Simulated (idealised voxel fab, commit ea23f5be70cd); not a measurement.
The process module that follows is named voxel self aligned vias.
FYI the section here is cut, 255 nm wide, cells are 5 nm squares.
For the purposes of this document, a cross-section shall be understood as a grid of square cells, specified as bands listed in top-to-bottom order, each band consisting of one or more rows of cells.
The entry gives the band's vertical extent as a top height and a bottom height in nm, then its horizontal make-up as materials from left to right, each with a width in nm. "air" stands for empty space; a single material marked "throughout" fills the band edge to edge.
Heads up on the height convention: 0 is the point under which the incoming wafer is all one material, and the lowest band has no bottom, it just keeps going down, like "z 0 and below".
A two-number width, for instance "30->40", indicates that the width is equal to the first number in the top row of the band and to the second number in the bottom row, and that it changes by a constant amount per row of cells.
"remained the same" means the step left every cell of the cross-section as it was.
Basically, "Enclosed void catalog" tells you about the enclosed voids: empty spaces with no open way to the top, 8 cells or bigger, each written width x height at distance, where distance is from the left edge, all in nm.
Where a step's line continues beyond its settings, the continuation is a remark by the simulator itself on that step.
overlay nm: mask offset rightward from planned place, masked step; negative means leftward offset.
How should the pairs below be read? Each gives the cross-section before one process step and the cross-section after it, the latter drawn only to the lowest band that changed; the step that lies between them, with its settings, appears under the pair. Does a pair pick up where the pair above left off? Only where its entry headed "State before step" says so, since pairs can come from different runs of this module on the same starting wafer.

-- State before step
z 70 to 60: Ru throughout
z 60 to 55: 55 nm TiN / 30 nm Ru / 25 nm TiN / 30 nm Ru / 25 nm TiN / 30 nm Ru / 60 nm TiN
z 55 to 40: 50 nm lowk / 5 nm TiN / 30 nm Ru / 5 nm TiN / 15 nm lowk / 5 nm TiN / 30 nm Ru / 5 nm TiN / 15 nm lowk / 5 nm TiN / 30 nm Ru / 5 nm TiN / 55 nm lowk
z 40 to 35: 50 nm lowk / 20 nm TiN / 5 nm Ru / 15 nm TiN / 15 nm lowk / 20 nm TiN / 5 nm Ru / 15 nm TiN / 15 nm lowk / 20 nm TiN / 5 nm Ru / 15 nm TiN / 55 nm lowk
z 35 to 30: 65 nm lowk / 15 nm TiN / 40 nm lowk / 15 nm TiN / 40 nm lowk / 15 nm TiN / 65 nm lowk
z 30 to 20: 65 nm lowk / 5 nm TiN / 5 nm W / 5 nm TiN / 40 nm lowk / 5 nm TiN / 5 nm W / 5 nm TiN / 40 nm lowk / 5 nm TiN / 5 nm W / 5 nm TiN / 65 nm lowk
z 20 to 15: 65 nm lowk / 15 nm TiN / 40 nm lowk / 15 nm TiN / 40 nm lowk / 15 nm TiN / 65 nm lowk
z 15 to 10: SiCN throughout
z 10 to 0: SiO2 throughout
z 0 and below: Si throughout
Enclosed void catalog: none

-- Cut View, Post-Step
z 55 to 40: 50 nm lowk / 5 nm TiN / 30 nm Ru / 5 nm TiN / 15 nm lowk / 5 nm TiN / 30 nm Ru / 5 nm TiN / 15 nm lowk / 5 nm TiN / 30 nm Ru / 5 nm TiN / 55 nm lowk
Nothing below the height 40 has changed.
Enclosed void catalog: none
Between the two cross-sections shown above, the process step is CMP (height nm 55)

State before step: see the after view in the pair directly above.

-- Cut View, Post-Step
z 60 to 55: SiCN throughout
Nothing below the height 55 has changed.
Enclosed void catalog: none
Between the two cross-sections shown above, the process step is CONFORMAL_DEP (material SiCN; thk nm 5)

-- State before step
z 35 to 15: lowk throughout
z 15 to 10: SiCN throughout
z 10 to 0: SiO2 throughout
z 0 and below: Si throughout
Enclosed void catalog: none

-- Cut View, Post-Step
z 35 to 15: 70 nm lowk / 20 nm air / 35 nm lowk / 20 nm air / 35 nm lowk / 20 nm air / 55 nm lowk
Nothing below the height 15 has changed.
Enclosed void catalog: none
Between the two cross-sections shown above, the process step is MASKED_ETCH (tone open; mask id LINES; width nm 20; pitch nm 55; etch materials lowk; depth nm 20; overlay nm 10)

State before step: see the after view in the pair directly above.

-- Cut View, Post-Step
z 40 to 35: 75 nm TiN / 10 nm air / 45 nm TiN / 10 nm air / 45 nm TiN / 10 nm air / 60 nm TiN
z 35 to 20: 70 nm lowk / 5 nm TiN / 10 nm air / 5 nm TiN / 35 nm lowk / 5 nm TiN / 10 nm air / 5 nm TiN / 35 nm lowk / 5 nm TiN / 10 nm air / 5 nm TiN / 55 nm lowk
z 20 to 15: 70 nm lowk / 20 nm TiN / 35 nm lowk / 20 nm TiN / 35 nm lowk / 20 nm TiN / 55 nm lowk
Nothing below the height 15 has changed.
Enclosed void catalog: none
Between the two cross-sections shown above, the process step is CONFORMAL_DEP (material TiN; thk nm 5)

State before step: see the after view in the pair directly above.

-- Cut View, Post-Step
z 45 to 40: W throughout
z 40 to 35: 75 nm TiN / 10 nm W / 45 nm TiN / 10 nm W / 45 nm TiN / 10 nm W / 60 nm TiN
z 35 to 20: 70 nm lowk / 5 nm TiN / 10 nm W / 5 nm TiN / 35 nm lowk / 5 nm TiN / 10 nm W / 5 nm TiN / 35 nm lowk / 5 nm TiN / 10 nm W / 5 nm TiN / 55 nm lowk
Nothing below the height 20 has changed.
Enclosed void catalog: none
Between the two cross-sections shown above, the process step is FILL_DEP (material W; thk nm 5)

State before step: see the after view in the pair directly above.

-- Cut View, Post-Step
z 35 to 20: 70 nm lowk / 5 nm TiN / 10 nm W / 5 nm TiN / 35 nm lowk / 5 nm TiN / 10 nm W / 5 nm TiN / 35 nm lowk / 5 nm TiN / 10 nm W / 5 nm TiN / 55 nm lowk
Nothing below the height 20 has changed.
Enclosed void catalog: none
Between the two cross-sections shown above, the process step is CMP (height nm 35)

State before step: see the after view in the pair directly above.

-- Cut View, Post-Step
z 35 to 30: 70 nm lowk / 20 nm air / 35 nm lowk / 20 nm air / 35 nm lowk / 20 nm air / 55 nm lowk
Nothing below the height 30 has changed.
Enclosed void catalog: none
Between the two cross-sections shown above, the process step is SELECTIVE_ETCH (etch materials W Ru TiN; depth nm 5)

State before step: see the after view in the pair directly above.

-- Cut View, Post-Step
z 45 to 35: SiN throughout
z 35 to 30: 70 nm lowk / 20 nm SiN / 35 nm lowk / 20 nm SiN / 35 nm lowk / 20 nm SiN / 55 nm lowk
Nothing below the height 30 has changed.
Enclosed void catalog: none
Between the two cross-sections shown above, the process step is FILL_DEP (material SiN; thk nm 10)

State before step: see the after view in the pair directly above.

-- Cut View, Post-Step
z 35 to 30: 70 nm lowk / 20 nm SiN / 35 nm lowk / 20 nm SiN / 35 nm lowk / 20 nm SiN / 55 nm lowk
Nothing below the height 30 has changed.
Enclosed void catalog: none
Between the two cross-sections shown above, the process step is CMP (height nm 35)

State before step: see the after view in the pair directly above.

-- Cut View, Post-Step
z 55 to 35: lowk throughout
Nothing below the height 35 has changed.
Enclosed void catalog: none
Between the two cross-sections shown above, the process step is DIRECTIONAL_DEP (material lowk; thk nm 20)

State before step: see the after view in the pair directly above.

-- Cut View, Post-Step
z 75 to 55: 50 nm resist / 40 nm air / 15 nm resist / 40 nm air / 15 nm resist / 40 nm air / 55 nm resist
Nothing below the height 55 has changed.
Enclosed void catalog: none
Between the two cross-sections shown above, the process step is PATTERN (tone open; mask id VIAS; material resist; width nm 40; pitch nm 55; thk nm 20; overlay nm 0)

State before step: see the after view in the pair directly above.

-- Cut View, Post-Step
z 75 to 55: 50 nm resist / 40 nm air / 15 nm resist / 40 nm air / 15 nm resist / 40 nm air / 55 nm resist
z 55 to 35: 50 nm lowk / 40 nm air / 15 nm lowk / 40 nm air / 15 nm lowk / 40 nm air / 55 nm lowk
Nothing below the height 35 has changed.
Enclosed void catalog: none
Between the two cross-sections shown above, the process step is DIRECTIONAL_ETCH (etch materials lowk; depth nm 20)

State before step: see the after view in the pair directly above.

-- Cut View, Post-Step
z 75 to 55: 50 nm resist / 40 nm air / 15 nm resist / 40 nm air / 15 nm resist / 40 nm air / 55 nm resist
z 55 to 35: 50 nm lowk / 40 nm air / 15 nm lowk / 40 nm air / 15 nm lowk / 40 nm air / 55 nm lowk
z 35 to 30: 70 nm lowk / 20 nm air / 35 nm lowk / 20 nm air / 35 nm lowk / 20 nm air / 55 nm lowk
Nothing below the height 30 has changed.
Enclosed void catalog: none
Between the two cross-sections shown above, the process step is DIRECTIONAL_ETCH (etch materials SiN; depth nm 5)

State before step: see the after view in the pair directly above.

-- Cut View, Post-Step
z 55 to 35: 50 nm lowk / 40 nm air / 15 nm lowk / 40 nm air / 15 nm lowk / 40 nm air / 55 nm lowk
Nothing below the height 35 has changed.
Enclosed void catalog: none
Between the two cross-sections shown above, the process step is STRIP (etch materials resist)

State before step: see the after view in the pair directly above.

-- Cut View, Post-Step
z 60 to 55: 55 nm TiN / 30 nm air / 25 nm TiN / 30 nm air / 25 nm TiN / 30 nm air / 60 nm TiN
z 55 to 40: 50 nm lowk / 5 nm TiN / 30 nm air / 5 nm TiN / 15 nm lowk / 5 nm TiN / 30 nm air / 5 nm TiN / 15 nm lowk / 5 nm TiN / 30 nm air / 5 nm TiN / 55 nm lowk
z 40 to 35: 50 nm lowk / 25 nm TiN / 10 nm air / 5 nm TiN / 15 nm lowk / 25 nm TiN / 10 nm air / 5 nm TiN / 15 nm lowk / 25 nm TiN / 10 nm air / 5 nm TiN / 55 nm lowk
z 35 to 30: 70 nm lowk / 20 nm TiN / 35 nm lowk / 20 nm TiN / 35 nm lowk / 20 nm TiN / 55 nm lowk
Nothing below the height 30 has changed.
Enclosed void catalog: none
Between the two cross-sections shown above, the process step is CONFORMAL_DEP (material TiN; thk nm 5)

State before step: see the after view in the pair directly above.

-- Cut View, Post-Step
z 70 to 60: Ru throughout
z 60 to 55: 55 nm TiN / 30 nm Ru / 25 nm TiN / 30 nm Ru / 25 nm TiN / 30 nm Ru / 60 nm TiN
z 55 to 40: 50 nm lowk / 5 nm TiN / 30 nm Ru / 5 nm TiN / 15 nm lowk / 5 nm TiN / 30 nm Ru / 5 nm TiN / 15 nm lowk / 5 nm TiN / 30 nm Ru / 5 nm TiN / 55 nm lowk
z 40 to 35: 50 nm lowk / 25 nm TiN / 10 nm Ru / 5 nm TiN / 15 nm lowk / 25 nm TiN / 10 nm Ru / 5 nm TiN / 15 nm lowk / 25 nm TiN / 10 nm Ru / 5 nm TiN / 55 nm lowk
Nothing below the height 35 has changed.
Enclosed void catalog: none
Between the two cross-sections shown above, the process step is FILL_DEP (material Ru; thk nm 10)

State before step: see the after view in the pair directly above.

-- Cut View, Post-Step
z 55 to 40: 50 nm lowk / 5 nm TiN / 30 nm Ru / 5 nm TiN / 15 nm lowk / 5 nm TiN / 30 nm Ru / 5 nm TiN / 15 nm lowk / 5 nm TiN / 30 nm Ru / 5 nm TiN / 55 nm lowk
Nothing below the height 40 has changed.
Enclosed void catalog: none
Between the two cross-sections shown above, the process step is CMP (height nm 55)

State before step: see the after view in the pair directly above.

-- Cut View, Post-Step
z 60 to 55: SiCN throughout
Nothing below the height 55 has changed.
Enclosed void catalog: none
Between the two cross-sections shown above, the process step is CONFORMAL_DEP (material SiCN; thk nm 5)

-- State before step
z 40 to 35: 65 nm TiN / 10 nm air / 45 nm TiN / 10 nm air / 45 nm TiN / 10 nm air / 70 nm TiN
z 35 to 20: 60 nm lowk / 5 nm TiN / 10 nm air / 5 nm TiN / 35 nm lowk / 5 nm TiN / 10 nm air / 5 nm TiN / 35 nm lowk / 5 nm TiN / 10 nm air / 5 nm TiN / 65 nm lowk
z 20 to 15: 60 nm lowk / 20 nm TiN / 35 nm lowk / 20 nm TiN / 35 nm lowk / 20 nm TiN / 65 nm lowk
z 15 to 10: SiCN throughout
z 10 to 0: SiO2 throughout
z 0 and below: Si throughout
Enclosed void catalog: none

-- Cut View, Post-Step
z 45 to 40: SiO2 throughout
z 40 to 35: 65 nm TiN / 10 nm SiO2 / 45 nm TiN / 10 nm SiO2 / 45 nm TiN / 10 nm SiO2 / 70 nm TiN
z 35 to 20: 60 nm lowk / 5 nm TiN / 10 nm SiO2 / 5 nm TiN / 35 nm lowk / 5 nm TiN / 10 nm SiO2 / 5 nm TiN / 35 nm lowk / 5 nm TiN / 10 nm SiO2 / 5 nm TiN / 65 nm lowk
Nothing below the height 20 has changed.
Enclosed void catalog: none
Between the two cross-sections shown above, the process step is FILL_DEP (material SiO2; thk nm 5)

State before step: see the after view in the pair directly above.

-- Cut View, Post-Step
z 35 to 20: 60 nm lowk / 5 nm TiN / 10 nm SiO2 / 5 nm TiN / 35 nm lowk / 5 nm TiN / 10 nm SiO2 / 5 nm TiN / 35 nm lowk / 5 nm TiN / 10 nm SiO2 / 5 nm TiN / 65 nm lowk
Nothing below the height 20 has changed.
Enclosed void catalog: none
Between the two cross-sections shown above, the process step is CMP (height nm 35)

State before step: see the after view in the pair directly above.

-- Cut View, Post-Step
z 35 to 30: 60 nm lowk / 5 nm air / 10 nm SiO2 / 5 nm air / 35 nm lowk / 5 nm air / 10 nm SiO2 / 5 nm air / 35 nm lowk / 5 nm air / 10 nm SiO2 / 5 nm air / 65 nm lowk
Nothing below the height 30 has changed.
Enclosed void catalog: none
Between the two cross-sections shown above, the process step is SELECTIVE_ETCH (etch materials W Ru TiN; depth nm 5)

State before step: see the after view in the pair directly above.

-- Cut View, Post-Step
z 45 to 35: SiN throughout
z 35 to 30: 60 nm lowk / 5 nm SiN / 10 nm SiO2 / 5 nm SiN / 35 nm lowk / 5 nm SiN / 10 nm SiO2 / 5 nm SiN / 35 nm lowk / 5 nm SiN / 10 nm SiO2 / 5 nm SiN / 65 nm lowk
Nothing below the height 30 has changed.
Enclosed void catalog: none
Between the two cross-sections shown above, the process step is FILL_DEP (material SiN; thk nm 10)

State before step: see the after view in the pair directly above.

-- Cut View, Post-Step
z 35 to 30: 60 nm lowk / 5 nm SiN / 10 nm SiO2 / 5 nm SiN / 35 nm lowk / 5 nm SiN / 10 nm SiO2 / 5 nm SiN / 35 nm lowk / 5 nm SiN / 10 nm SiO2 / 5 nm SiN / 65 nm lowk
Nothing below the height 30 has changed.
Enclosed void catalog: none
Between the two cross-sections shown above, the process step is CMP (height nm 35)

State before step: see the after view in the pair directly above.

-- Cut View, Post-Step
z 55 to 35: lowk throughout
Nothing below the height 35 has changed.
Enclosed void catalog: none
Between the two cross-sections shown above, the process step is DIRECTIONAL_DEP (material lowk; thk nm 20)

State before step: see the after view in the pair directly above.

-- Cut View, Post-Step
z 75 to 55: 50 nm resist / 40 nm air / 15 nm resist / 40 nm air / 15 nm resist / 40 nm air / 55 nm resist
Nothing below the height 55 has changed.
Enclosed void catalog: none
Between the two cross-sections shown above, the process step is PATTERN (tone open; mask id VIAS; material resist; width nm 40; pitch nm 55; thk nm 20; overlay nm 0)

State before step: see the after view in the pair directly above.

-- Cut View, Post-Step
z 75 to 55: 50 nm resist / 40 nm air / 15 nm resist / 40 nm air / 15 nm resist / 40 nm air / 55 nm resist
z 55 to 35: 50 nm lowk / 40 nm air / 15 nm lowk / 40 nm air / 15 nm lowk / 40 nm air / 55 nm lowk
Nothing below the height 35 has changed.
Enclosed void catalog: none
Between the two cross-sections shown above, the process step is DIRECTIONAL_ETCH (etch materials lowk; depth nm 20)

State before step: see the after view in the pair directly above.

-- Cut View, Post-Step
z 75 to 55: 50 nm resist / 40 nm air / 15 nm resist / 40 nm air / 15 nm resist / 40 nm air / 55 nm resist
z 55 to 35: 50 nm lowk / 40 nm air / 15 nm lowk / 40 nm air / 15 nm lowk / 40 nm air / 55 nm lowk
z 35 to 30: 60 nm lowk / 5 nm air / 10 nm SiO2 / 5 nm air / 35 nm lowk / 5 nm air / 10 nm SiO2 / 5 nm air / 35 nm lowk / 5 nm air / 10 nm SiO2 / 5 nm air / 65 nm lowk
Nothing below the height 30 has changed.
Enclosed void catalog: none
Between the two cross-sections shown above, the process step is DIRECTIONAL_ETCH (etch materials SiN; depth nm 5)

State before step: see the after view in the pair directly above.

-- Cut View, Post-Step
z 55 to 35: 50 nm lowk / 40 nm air / 15 nm lowk / 40 nm air / 15 nm lowk / 40 nm air / 55 nm lowk
Nothing below the height 35 has changed.
Enclosed void catalog: none
Between the two cross-sections shown above, the process step is STRIP (etch materials resist)

State before step: see the after view in the pair directly above.

-- Cut View, Post-Step
z 60 to 55: 55 nm TiN / 30 nm air / 25 nm TiN / 30 nm air / 25 nm TiN / 30 nm air / 60 nm TiN
z 55 to 40: 50 nm lowk / 5 nm TiN / 30 nm air / 5 nm TiN / 15 nm lowk / 5 nm TiN / 30 nm air / 5 nm TiN / 15 nm lowk / 5 nm TiN / 30 nm air / 5 nm TiN / 55 nm lowk
z 40 to 35: 50 nm lowk / 40 nm TiN / 15 nm lowk / 40 nm TiN / 15 nm lowk / 40 nm TiN / 55 nm lowk
z 35 to 20: 60 nm lowk / 5 nm TiN / 10 nm SiO2 / 5 nm TiN / 35 nm lowk / 5 nm TiN / 10 nm SiO2 / 5 nm TiN / 35 nm lowk / 5 nm TiN / 10 nm SiO2 / 5 nm TiN / 65 nm lowk
Nothing below the height 20 has changed.
Enclosed void catalog: none
Between the two cross-sections shown above, the process step is CONFORMAL_DEP (material TiN; thk nm 5)

State before step: see the after view in the pair directly above.

-- Cut View, Post-Step
z 70 to 60: Ru throughout
z 60 to 55: 55 nm TiN / 30 nm Ru / 25 nm TiN / 30 nm Ru / 25 nm TiN / 30 nm Ru / 60 nm TiN
z 55 to 40: 50 nm lowk / 5 nm TiN / 30 nm Ru / 5 nm TiN / 15 nm lowk / 5 nm TiN / 30 nm Ru / 5 nm TiN / 15 nm lowk / 5 nm TiN / 30 nm Ru / 5 nm TiN / 55 nm lowk
Nothing below the height 40 has changed.
Enclosed void catalog: none
Between the two cross-sections shown above, the process step is FILL_DEP (material Ru; thk nm 10)

State before step: see the after view in the pair directly above.

-- Cut View, Post-Step
z 55 to 40: 50 nm lowk / 5 nm TiN / 30 nm Ru / 5 nm TiN / 15 nm lowk / 5 nm TiN / 30 nm Ru / 5 nm TiN / 15 nm lowk / 5 nm TiN / 30 nm Ru / 5 nm TiN / 55 nm lowk
Nothing below the height 40 has changed.
Enclosed void catalog: none
Between the two cross-sections shown above, the process step is CMP (height nm 55)

State before step: see the after view in the pair directly above.

-- Cut View, Post-Step
z 60 to 55: SiCN throughout
Nothing below the height 55 has changed.
Enclosed void catalog: none
Between the two cross-sections shown above, the process step is CONFORMAL_DEP (material SiCN; thk nm 5)

-- State before step
z 35 to 15: lowk throughout
z 15 to 10: SiCN throughout
z 10 to 0: SiO2 throughout
z 0 and below: Si throughout
Enclosed void catalog: none

-- Cut View, Post-Step
z 35 to 15: 60 nm air / 20 nm lowk / 35 nm air / 20 nm lowk / 35 nm air / 20 nm lowk / 65 nm air
Nothing below the height 15 has changed.
Enclosed void catalog: none
Between the two cross-sections shown above, the process step is MASKED_ETCH (tone cover; mask id LINES; width nm 20; pitch nm 55; etch materials lowk; depth nm 20; overlay nm 0)

State before step: see the after view in the pair directly above.

-- Cut View, Post-Step
z 40 to 35: 55 nm air / 30 nm TiN / 25 nm air / 30 nm TiN / 25 nm air / 30 nm TiN / 60 nm air
z 35 to 20: 55 nm air / 5 nm TiN / 20 nm lowk / 5 nm TiN / 25 nm air / 5 nm TiN / 20 nm lowk / 5 nm TiN / 25 nm air / 5 nm TiN / 20 nm lowk / 5 nm TiN / 60 nm air
z 20 to 15: 60 nm TiN / 20 nm lowk / 35 nm TiN / 20 nm lowk / 35 nm TiN / 20 nm lowk / 65 nm TiN
Nothing below the height 15 has changed.
Enclosed void catalog: none
Between the two cross-sections shown above, the process step is CONFORMAL_DEP (material TiN; thk nm 5)

State before step: see the after view in the pair directly above.

-- Cut View, Post-Step
z 45 to 40: W throughout
z 40 to 35: 55 nm W / 30 nm TiN / 25 nm W / 30 nm TiN / 25 nm W / 30 nm TiN / 60 nm W
z 35 to 20: 55 nm W / 5 nm TiN / 20 nm lowk / 5 nm TiN / 25 nm W / 5 nm TiN / 20 nm lowk / 5 nm TiN / 25 nm W / 5 nm TiN / 20 nm lowk / 5 nm TiN / 60 nm W
Nothing below the height 20 has changed.
Enclosed void catalog: none
Between the two cross-sections shown above, the process step is FILL_DEP (material W; thk nm 5)

State before step: see the after view in the pair directly above.

-- Cut View, Post-Step
z 35 to 20: 55 nm W / 5 nm TiN / 20 nm lowk / 5 nm TiN / 25 nm W / 5 nm TiN / 20 nm lowk / 5 nm TiN / 25 nm W / 5 nm TiN / 20 nm lowk / 5 nm TiN / 60 nm W
Nothing below the height 20 has changed.
Enclosed void catalog: none
Between the two cross-sections shown above, the process step is CMP (height nm 35)

State before step: see the after view in the pair directly above.

-- Cut View, Post-Step
z 35 to 30: 60 nm air / 20 nm lowk / 35 nm air / 20 nm lowk / 35 nm air / 20 nm lowk / 65 nm air
Nothing below the height 30 has changed.
Enclosed void catalog: none
Between the two cross-sections shown above, the process step is SELECTIVE_ETCH (etch materials W Ru TiN; depth nm 5)

State before step: see the after view in the pair directly above.

-- Cut View, Post-Step
z 45 to 35: SiN throughout
z 35 to 30: 60 nm SiN / 20 nm lowk / 35 nm SiN / 20 nm lowk / 35 nm SiN / 20 nm lowk / 65 nm SiN
Nothing below the height 30 has changed.
Enclosed void catalog: none
Between the two cross-sections shown above, the process step is FILL_DEP (material SiN; thk nm 10)

State before step: see the after view in the pair directly above.

-- Cut View, Post-Step
z 35 to 30: 60 nm SiN / 20 nm lowk / 35 nm SiN / 20 nm lowk / 35 nm SiN / 20 nm lowk / 65 nm SiN
Nothing below the height 30 has changed.
Enclosed void catalog: none
Between the two cross-sections shown above, the process step is CMP (height nm 35)

State before step: see the after view in the pair directly above.

-- Cut View, Post-Step
z 55 to 35: lowk throughout
Nothing below the height 35 has changed.
Enclosed void catalog: none
Between the two cross-sections shown above, the process step is DIRECTIONAL_DEP (material lowk; thk nm 20)

State before step: see the after view in the pair directly above.

-- Cut View, Post-Step
z 75 to 55: 50 nm resist / 40 nm air / 15 nm resist / 40 nm air / 15 nm resist / 40 nm air / 55 nm resist
Nothing below the height 55 has changed.
Enclosed void catalog: none
Between the two cross-sections shown above, the process step is PATTERN (tone open; mask id VIAS; material resist; width nm 40; pitch nm 55; thk nm 20; overlay nm 0)

State before step: see the after view in the pair directly above.

-- Cut View, Post-Step
z 75 to 55: 50 nm resist / 40 nm air / 15 nm resist / 40 nm air / 15 nm resist / 40 nm air / 55 nm resist
z 55 to 35: 50 nm lowk / 40 nm air / 15 nm lowk / 40 nm air / 15 nm lowk / 40 nm air / 55 nm lowk
Nothing below the height 35 has changed.
Enclosed void catalog: none
Between the two cross-sections shown above, the process step is DIRECTIONAL_ETCH (etch materials lowk; depth nm 20)

State before step: see the after view in the pair directly above.

-- Cut View, Post-Step
z 75 to 55: 50 nm resist / 40 nm air / 15 nm resist / 40 nm air / 15 nm resist / 40 nm air / 55 nm resist
z 55 to 35: 50 nm lowk / 40 nm air / 15 nm lowk / 40 nm air / 15 nm lowk / 40 nm air / 55 nm lowk
z 35 to 30: 50 nm SiN / 10 nm air / 20 nm lowk / 10 nm air / 15 nm SiN / 10 nm air / 20 nm lowk / 10 nm air / 15 nm SiN / 10 nm air / 20 nm lowk / 10 nm air / 55 nm SiN
Nothing below the height 30 has changed.
Enclosed void catalog: none
Between the two cross-sections shown above, the process step is DIRECTIONAL_ETCH (etch materials SiN; depth nm 5)

State before step: see the after view in the pair directly above.

-- Cut View, Post-Step
z 55 to 35: 50 nm lowk / 40 nm air / 15 nm lowk / 40 nm air / 15 nm lowk / 40 nm air / 55 nm lowk
Nothing below the height 35 has changed.
Enclosed void catalog: none
Between the two cross-sections shown above, the process step is STRIP (etch materials resist)

State before step: see the after view in the pair directly above.

-- Cut View, Post-Step
z 60 to 55: 55 nm TiN / 30 nm air / 25 nm TiN / 30 nm air / 25 nm TiN / 30 nm air / 60 nm TiN
z 55 to 40: 50 nm lowk / 5 nm TiN / 30 nm air / 5 nm TiN / 15 nm lowk / 5 nm TiN / 30 nm air / 5 nm TiN / 15 nm lowk / 5 nm TiN / 30 nm air / 5 nm TiN / 55 nm lowk
z 40 to 35: 50 nm lowk / 40 nm TiN / 15 nm lowk / 40 nm TiN / 15 nm lowk / 40 nm TiN / 55 nm lowk
z 35 to 30: 50 nm SiN / 10 nm TiN / 20 nm lowk / 10 nm TiN / 15 nm SiN / 10 nm TiN / 20 nm lowk / 10 nm TiN / 15 nm SiN / 10 nm TiN / 20 nm lowk / 10 nm TiN / 55 nm SiN
Nothing below the height 30 has changed.
Enclosed void catalog: none
Between the two cross-sections shown above, the process step is CONFORMAL_DEP (material TiN; thk nm 5)

State before step: see the after view in the pair directly above.

-- Cut View, Post-Step
z 70 to 60: Ru throughout
z 60 to 55: 55 nm TiN / 30 nm Ru / 25 nm TiN / 30 nm Ru / 25 nm TiN / 30 nm Ru / 60 nm TiN
z 55 to 40: 50 nm lowk / 5 nm TiN / 30 nm Ru / 5 nm TiN / 15 nm lowk / 5 nm TiN / 30 nm Ru / 5 nm TiN / 15 nm lowk / 5 nm TiN / 30 nm Ru / 5 nm TiN / 55 nm lowk
Nothing below the height 40 has changed.
Enclosed void catalog: none
Between the two cross-sections shown above, the process step is FILL_DEP (material Ru; thk nm 10)

State before step: see the after view in the pair directly above.

-- Cut View, Post-Step
z 55 to 40: 50 nm lowk / 5 nm TiN / 30 nm Ru / 5 nm TiN / 15 nm lowk / 5 nm TiN / 30 nm Ru / 5 nm TiN / 15 nm lowk / 5 nm TiN / 30 nm Ru / 5 nm TiN / 55 nm lowk
Nothing below the height 40 has changed.
Enclosed void catalog: none
Between the two cross-sections shown above, the process step is CMP (height nm 55)

State before step: see the after view in the pair directly above.

-- Cut View, Post-Step
z 60 to 55: SiCN throughout
Nothing below the height 55 has changed.
Enclosed void catalog: none
Between the two cross-sections shown above, the process step is CONFORMAL_DEP (material SiCN; thk nm 5)
